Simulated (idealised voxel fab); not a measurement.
This is a process module. Its name is voxel fin reveal.
FYI the section here is cut, 300 nm wide, cells are 5 nm squares.
This document writes a cross-section as a grid whose cells are square, and gives it as bands, listed from the top down; one or more rows of cells form a band.
A band entry consists of two parts. The first gives the height of the band's top and the height of its bottom, in nm. The rest lists the band's materials from left to right, each with its width in nm. A single material labelled with the word "edge to edge" fills the band from edge to edge, and the word "air" marks empty space.
The reference from which all heights are counted is 0, the level beneath which the as-received wafer is entirely one material; the lowest band, having no lower bound, proceeds downward and is written after the example "0..down".
A width such as "30->40" changes by the same amount from each row of cells to the next, from the band's top row to its bottom row.
When a step is marked "remains unaltered", none of the cells in the cross-section changed during that step.
Voids not open to the top, 8 cells minimum: see "Closed voids list". Written width x height at distance; distance is from the left edge; nm.
On each step's line, the part that comes after the settings is the simulator's own comment on the step.
overlay nm: step with mask; distance mask lay right of planned place; negative value = left of planned place.

-- plan
1. RECEIVE | material Si
2. CONFORMAL_DEP | material SiN | thk nm 10
3. PATTERN | tone cover | mask id FINS | material resist | width nm 15 | pitch nm 35 | thk nm 20 | overlay nm 0
4. DIRECTIONAL_ETCH | etch materials SiN | depth nm 10
5. DIRECTIONAL_ETCH | etch materials Si | depth nm 35
6. STRIP | etch materials resist
7. OXIDIZE | depth nm 5
8. FILL_DEP | material SiO2 | thk nm 15
9. CMP | height nm 10
10. SELECTIVE_ETCH | etch materials SiO2 | depth nm 25
11. STRIP | etch materials SiN

-- So this is the incoming wafer in cross-section - it's already been through step 1
  0..down  Si edge to edge
  Closed voids list: none

-- Run as planned - first of the two wafers cross-sectioned at the end of the module
  0..-15  air: 130 | Si: 5 | air: 30 | Si: 5 | air: 130
  -15..-40  SiO2: 130 | Si: 5 | SiO2: 30 | Si: 5 | SiO2: 130
  -40..down  Si edge to edge
  Closed voids list: none

-- Second wafer of the two, sectioned at the end of the module. It began like the first and followed the same plan, but one mistake was made while running it
  0..-15  air: 130 | Si: 5 | air: 30 | Si: 5 | air: 130
  -15..-25  SiO2: 100 | air: 30 | Si: 5 | air: 30 | Si: 5 | air: 30 | SiO2: 100
  -25..-40  SiO2: 130 | Si: 5 | SiO2: 30 | Si: 5 | SiO2: 130
  -40..down  Si edge to edge
  Closed voids list: none
what went wrong: steps 10 and 11 run out of order (swapped)
The closing comparison, in cells, has the second wafer with more or fewer of some materials than the first: SiO2: 36 fewer
